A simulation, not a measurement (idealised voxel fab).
process module | voxel self aligned contacts
cross-section cut | 185 nm wide | cells 5 nm
A cross-section is a grid of square cells, given in bands from the top down. A band is one or more rows of cells.
Each band's line starts with the height of the band's top and of its bottom, in nm. Then come its materials from left to right, each with its width in nm. One material with "throughout" fills the band from edge to edge. "air" is empty space.
Height 0 is the level under which the wafer as received is all one material. The lowest band goes on downwards, as in "0 down".
A width such as "30 to 40" changes by the same amount from each row of cells to the next, from the band's top row to its bottom row.
"no change" after a step means that no cell of the cross-section changed.
closed voids: empty space of 8 cells or more with no open way to the top, each as width x height at its distance from the left edge, in nm
after a step's settings: what the simulator itself notes on the step
overlay nm, on a step with a mask: how far to the right of its planned place the mask lay; to the left if negative
plan
1 op RECEIVE | material Si
2 op OXIDIZE | depth nm 5
3 op DIRECTIONAL_DEP | material polySi | thk nm 30
4 op DIRECTIONAL_DEP | material SiN | thk nm 15
5 op PATTERN | tone cover | mask id GATE | material resist | width nm 25 | pitch nm 50 | thk nm 15 | overlay nm 0
6 op DIRECTIONAL_ETCH | etch materials SiN | depth nm 15
7 op DIRECTIONAL_ETCH | etch materials polySi | depth nm 30
8 op STRIP | etch materials resist
9 op CONFORMAL_DEP | material SiN | thk nm 5
10 op DIRECTIONAL_ETCH | etch materials SiN | depth nm 5
11 op FILL_DEP | material SiO2 | thk nm 15
12 op CMP | height nm 50
13 op MASKED_ETCH | tone open | mask id CONTACT | width nm 35 | etch materials SiO2 | depth nm 55 | overlay nm 0
14 op CONFORMAL_DEP | material TiN | thk nm 5
15 op FILL_DEP | material W | thk nm 5
16 op CMP | height nm 50
17 op CONFORMAL_DEP | material SiCN | thk nm 5
as received, after step 1
  0 down: Si throughout
  closed voids: none
first wafer at the end, as planned
  55 to 50: SiCN throughout
  50 to 45: SiO2 75 | TiN 15 | W 5 | TiN 15 | SiO2 75
  45 to 30: SiO2 50 | SiN 35 | TiN 5 | W 5 | TiN 5 | SiN 35 | SiO2 50
  30 to 0: SiO2 50 | SiN 5 | polySi 25 | SiN 5 | TiN 5 | W 5 | TiN 5 | SiN 5 | polySi 25 | SiN 5 | SiO2 50
  0 to -5: SiO2 85 | TiN 15 | SiO2 85
  -5 down: Si throughout
  closed voids: none
second wafer at the end: like start, like plan, one mistake
  55 to 50: SiCN throughout
  50 to 45: SiO2 75 | TiN 15 | W 5 | TiN 15 | SiO2 75
  45 to 30: SiO2 50 | SiN 35 | TiN 5 | W 5 | TiN 5 | SiN 35 | SiO2 50
  30 to 5: SiO2 50 | SiN 5 | polySi 25 | SiN 5 | TiN 5 | W 5 | TiN 5 | SiN 5 | polySi 25 | SiN 5 | SiO2 50
  5 to 0: SiO2 50 | SiN 5 | polySi 25 | SiN 5 | TiN 15 | SiN 5 | polySi 25 | SiN 5 | SiO2 50
  0 down: Si throughout
  closed voids: none
what went wrong: step 2 was left out
at the end the second wafer has, in cells: 37 more of Si | 34 fewer of SiO2 | 2 fewer of TiN | 1 fewer of W
